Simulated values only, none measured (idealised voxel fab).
The name of this process module is voxel transistor to metal.
Xsec cut, 285 nm wide, square cell size 5 nm.
Notation: cross-section as square-cell grid; stated in bands, top first, going down; one or more cell rows per band. Band entry format. Leading values: height of top, height of bottom, nm. Remainder: materials in left-to-right order, each with its width in nm. Special words: "full width" on a single material, which then fills the band edge to edge; "blank", empty space. A quick word on heights: they are counted from 0, and under that level the wafer as it came to us is one material throughout. The lowest band is different from the rest in having no bottom; it simply continues downward, written as in "0 -> down". So if you see something like "30..40" for the width, read it as the top row of the band sitting at the first number and the bottom row at the second, with every row in between moving by the same amount as the last. When a step is marked "no change", none of the cells in the cross-section changed during that step. "Enclosed void catalog" contains a list of empty spaces, each no smaller than 8 cells and without an open way to the top, written in the form width x height at distance with the distance from the left edge and all three in nm. Read whatever lies past the settings on a step's line as the simulator's own remark about the step. overlay nm: how far to the right of its planned place the mask lay on this masked step (negative: to the left).

Set out below are the planned steps of the process:
1. RECEIVE, material Si
2. OXIDIZE, depth nm 5
3. CONFORMAL_DEP, material SiN, thk nm 10
4. PATTERN, tone cover, mask id ACTIVE, material resist, width nm 115, pitch nm 135, thk nm 15, overlay nm 0
5. DIRECTIONAL_ETCH, etch materials SiN, depth nm 10
6. DIRECTIONAL_ETCH, etch materials SiO2, depth nm 5
7. DIRECTIONAL_ETCH, etch materials Si, depth nm 20
8. STRIP, etch materials resist
9. FILL_DEP, material SiO2, thk nm 15
10. CMP, height nm 10
11. SELECTIVE_ETCH, etch materials SiO2, depth nm 10
12. STRIP, etch materials SiN
13. SELECTIVE_ETCH, etch materials SiO2, depth nm 5
14. OXIDIZE, depth nm 5
15. DIRECTIONAL_DEP, material polySi, thk nm 25
16. DIRECTIONAL_DEP, material SiCN, thk nm 10
17. MASKED_ETCH, tone cover, mask id GATE, width nm 15, pitch nm 135, etch materials SiCN, depth nm 20, overlay nm 0
18. MASKED_ETCH, tone cover, mask id GATE, width nm 15, pitch nm 135, etch materials polySi, depth nm 35, overlay nm 0
19. CONFORMAL_DEP, material SiN, thk nm 5
20. DIRECTIONAL_ETCH, etch materials SiN, depth nm 5
21. DIRECTIONAL_ETCH, etch materials SiO2, depth nm 5
22. EPI, material nSi, thk nm 5
23. FILL_DEP, material SiO2, thk nm 5
24. CMP, height nm 30
25. DIRECTIONAL_DEP, material SiO2, thk nm 15
26. MASKED_ETCH, tone open, mask id CONTACT, width nm 20, etch materials SiO2, depth nm 50, overlay nm 0
27. CONFORMAL_DEP, material TiN, thk nm 5
28. FILL_DEP, material W, thk nm 5
29. CMP, height nm 45
30. CONFORMAL_DEP, material SiCN, thk nm 5
31. DIRECTIONAL_DEP, material SiO2, thk nm 25
32. PATTERN, tone open, mask id METAL_1, material resist, width nm 20, thk nm 20, overlay nm 0
33. DIRECTIONAL_ETCH, etch materials SiO2, depth nm 25
34. DIRECTIONAL_ETCH, etch materials SiCN, depth nm 5
35. STRIP, etch materials resist
36. CONFORMAL_DEP, material TiN, thk nm 5
37. FILL_DEP, material Cu, thk nm 10
38. CMP, height nm 75
39. CONFORMAL_DEP, material SiCN, thk nm 5
Keep in mind the plan's value for the depth nm of step 14 comes from the first wafer; the wafers don't share that setting, but they do share the same starting point.

Sectional view: first of several wafers, as received, after step 1:
0 -> down  Si full width
Enclosed void catalog: none

Note: the following table is arranged by wafer, a row apiece. Each row reports the end-of-module state: per material, cells gained (+) or cells lost (-) compared with the wafer as received; closed voids follow:
depth nm 5 | +40 Cu | -147 Si | +110 SiCN | +28 SiN | +595 SiO2 | +144 TiN | +72 W | +40 nSi | +30 polySi | Enclosed void catalog: none
depth nm 10 | +40 Cu | -193 Si | +110 SiCN | +28 SiN | +681 SiO2 | +144 TiN | +72 W | +30 polySi | Enclosed void catalog: none
depth nm 15 | +40 Cu | -239 Si | +110 SiCN | +28 SiN | +727 SiO2 | +144 TiN | +72 W | +30 polySi | Enclosed void catalog: none
depth nm 20 | +40 Cu | -285 Si | +110 SiCN | +28 SiN | +773 SiO2 | +144 TiN | +72 W | +30 polySi | Enclosed void catalog: none
